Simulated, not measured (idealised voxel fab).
process module | voxel ribs on slabs
cross-section cut | 290 nm wide | cells 5 nm
A cross-section is a grid of square cells, given in bands from the top down. A band is one or more rows of cells.
Each band's line starts with the height of the band's top and of its bottom, in nm. Then come its materials from left to right, each with its width in nm. One material with "throughout" fills the band from edge to edge. "air" is empty space.
Height 0 is the level under which the wafer as received is all one material. The lowest band goes on downwards, as in "0 down".
A width such as "30 to 40" changes by the same amount from each row of cells to the next, from the band's top row to its bottom row.
"no change" after a step means that no cell of the cross-section changed.
closed voids: empty space of 8 cells or more with no open way to the top, each as width x height at its distance from the left edge, in nm
after a step's settings: what the simulator itself notes on the step
overlay nm, on a step with a mask: how far to the right of its planned place the mask lay; to the left if negative
plan
1 op RECEIVE | material Si
2 op DIRECTIONAL_DEP | material SiO2 | thk nm 20
3 op DIRECTIONAL_DEP | material polySi | thk nm 15
4 op DIRECTIONAL_DEP | material aC | thk nm 15
5 op PATTERN | tone cover | mask id RIB | material resist | width nm 15 | thk nm 30 | overlay nm 0
6 op DIRECTIONAL_ETCH | etch materials aC | depth nm 15
7 op STRIP | etch materials resist
8 op DIRECTIONAL_ETCH | etch materials polySi | depth nm 10
9 op STRIP | etch materials aC
10 op MASKED_ETCH | tone cover | mask id SLAB | width nm 45 | etch materials polySi | depth nm 5 | overlay nm 0
11 op FILL_DEP | material SiO2 | thk nm 25
12 op CMP | height nm 55
13 op DIRECTIONAL_DEP | material W | thk nm 10
14 op DIRECTIONAL_DEP | material aC | thk nm 15
15 op PATTERN | tone cover | mask id HEATER | material resist | width nm 25 | thk nm 30 | overlay nm 0
16 op DIRECTIONAL_ETCH | etch materials aC | depth nm 15
17 op STRIP | etch materials resist
18 op DIRECTIONAL_ETCH | etch materials W | depth nm 10
19 op STRIP | etch materials aC
20 op CONFORMAL_DEP | material SiN | thk nm 5
first wafer, as planned
as received, after step 1
  0 down: Si throughout
  closed voids: none
after step 2
  20 to 0: SiO2 throughout
  below 0: unchanged
after step 3
  35 to 20: polySi throughout
  below 20: unchanged
after step 4
  50 to 35: aC throughout
  below 35: unchanged
after step 5
  80 to 50: air 135 | resist 15 | air 140
  below 50: unchanged
after step 6
  65 to 50: air 135 | resist 15 | air 140
  50 to 35: air 135 | aC 15 | air 140
  below 35: unchanged
after step 7
  50 to 35: air 135 | aC 15 | air 140
  below 35: unchanged
after step 8
  50 to 35: air 135 | aC 15 | air 140
  35 to 25: air 135 | polySi 15 | air 140
  below 25: unchanged
after step 9
  35 to 25: air 135 | polySi 15 | air 140
  below 25: unchanged
after step 10
  35 to 25: air 135 | polySi 15 | air 140
  25 to 20: air 120 | polySi 45 | air 125
  below 20: unchanged
after step 11
  60 to 35: SiO2 throughout
  35 to 25: SiO2 135 | polySi 15 | SiO2 140
  25 to 20: SiO2 120 | polySi 45 | SiO2 125
  below 20: unchanged
after step 12
  55 to 35: SiO2 throughout
  below 35: unchanged
after step 13
  65 to 55: W throughout
  below 55: unchanged
after step 14
  80 to 65: aC throughout
  below 65: unchanged
after step 15
  110 to 80: air 130 | resist 25 | air 135
  below 80: unchanged
after step 16
  95 to 80: air 130 | resist 25 | air 135
  80 to 65: air 130 | aC 25 | air 135
  below 65: unchanged
after step 17
  80 to 65: air 130 | aC 25 | air 135
  below 65: unchanged
after step 18
  80 to 65: air 130 | aC 25 | air 135
  65 to 55: air 130 | W 25 | air 135
  below 55: unchanged
after step 19
  65 to 55: air 130 | W 25 | air 135
  below 55: unchanged
after step 20
  70 to 65: air 125 | SiN 35 | air 130
  65 to 60: air 125 | SiN 5 | W 25 | SiN 5 | air 130
  60 to 55: SiN 130 | W 25 | SiN 135
  below 55: unchanged
second wafer: like start, like plan, one mistake. Through step 4 it matches the first wafer
when step 5 should have ended
  80 to 50: resist 135 | air 15 | resist 140
  below 50: unchanged
when step 6 should have ended
  65 to 50: resist 135 | air 15 | resist 140
  50 to 35: aC 135 | air 15 | aC 140
  below 35: unchanged
when step 7 should have ended
  50 to 35: aC 135 | air 15 | aC 140
  below 35: unchanged
when step 8 should have ended
  50 to 35: aC 135 | air 15 | aC 140
  35 to 25: polySi 135 | air 15 | polySi 140
  below 25: unchanged
when step 9 should have ended
  35 to 25: polySi 135 | air 15 | polySi 140
  below 25: unchanged
when step 10 should have ended
  35 to 30: air 120 | polySi 15 | air 15 | polySi 15 | air 125
  below 30: unchanged
when step 11 should have ended
  60 to 35: SiO2 throughout
  35 to 30: SiO2 120 | polySi 15 | SiO2 15 | polySi 15 | SiO2 125
  30 to 25: polySi 135 | SiO2 15 | polySi 140
  below 25: unchanged
when step 12 should have ended
  55 to 35: SiO2 throughout
  below 35: unchanged
when step 13 should have ended
  65 to 55: W throughout
  below 55: unchanged
when step 14 should have ended
  80 to 65: aC throughout
  below 65: unchanged
when step 15 should have ended
  110 to 80: air 130 | resist 25 | air 135
  below 80: unchanged
when step 16 should have ended
  95 to 80: air 130 | resist 25 | air 135
  80 to 65: air 130 | aC 25 | air 135
  below 65: unchanged
when step 17 should have ended
  80 to 65: air 130 | aC 25 | air 135
  below 65: unchanged
when step 18 should have ended
  80 to 65: air 130 | aC 25 | air 135
  65 to 55: air 130 | W 25 | air 135
  below 55: unchanged
when step 19 should have ended
  65 to 55: air 130 | W 25 | air 135
  below 55: unchanged
when step 20 should have ended
  70 to 65: air 125 | SiN 35 | air 130
  65 to 60: air 125 | SiN 5 | W 25 | SiN 5 | air 130
  60 to 55: SiN 130 | W 25 | SiN 135
  below 55: unchanged
what went wrong: step 5 ran as: op PATTERN | tone open | mask id RIB | material resist | width nm 15 | thk nm 30 | overlay nm 0
at the end the second wafer has, in cells: 104 fewer of SiO2 | 104 more of polySi
